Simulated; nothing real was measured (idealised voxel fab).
A process module follows: voxel spacer lines.
Xsec cut, 155 nm wide, square cell size 5 nm.
A cross-section is written here as square cells arranged in a grid, and it is given in bands from the top down, each band taking up one or more rows of cells. Read a band's entry like this: the first values are the height of its top and the height of its bottom in nm, and what follows is the sequence of materials from left to right, each with its width in nm. Note that "blank" is empty space, and that a single material marked "all across" reaches across the band from edge to edge. Heads up on the height convention: 0 is the point under which the incoming wafer is all one material, and the lowest band has no bottom, it just keeps going down, like "0..down". Per-row width for "30..40": begins at first number (top row of band), ends at second number (bottom row), increment between rows held constant. The cross-section has no changed cell in any step marked "no modifications". What "Completely sealed voids" gives you is every empty space of 8 cells or more that is cut off from the top. Each appears as width x height at distance, with the distance taken from the left edge and width, height and distance all in nm. Text after the settings on a step's line: the simulator's own remark on that step. When a step includes a mask, the "overlay nm" setting on its line states how far to the right of its planned place that mask lay, and negative values state how far to the left.

## Intended process steps
1: RECEIVE: material Si
2: CONFORMAL_DEP: material Al2O3, thk nm 5
3: DIRECTIONAL_DEP: material SiN, thk nm 10
4: DIRECTIONAL_DEP: material polySi, thk nm 20
5: PATTERN: tone cover, mask id MANDREL, material resist, width nm 25, pitch nm 70, thk nm 25, overlay nm 0
6: DIRECTIONAL_ETCH: etch materials polySi, depth nm 20
7: STRIP: etch materials resist
8: CONFORMAL_DEP: material SiO2, thk nm 10
9: DIRECTIONAL_ETCH: etch materials SiO2, depth nm 10
10: STRIP: etch materials polySi
11: DIRECTIONAL_ETCH: etch materials SiN, depth nm 10
12: STRIP: etch materials SiO2

## Delivered wafer in cross-section: state after step 1
0..down | Si all across
Completely sealed voids: none

## Cross-section, end of module. Start: as above. Plan: as above. Execution: one mistake
10..0 | 20 blank  10 SiN  25 blank  10 SiN  25 blank  10 SiN  25 blank  10 SiN  20 blank
0..down | Si all across
Completely sealed voids: none
Misprocessing identified: step 2 of the plan got skipped, so it never ran
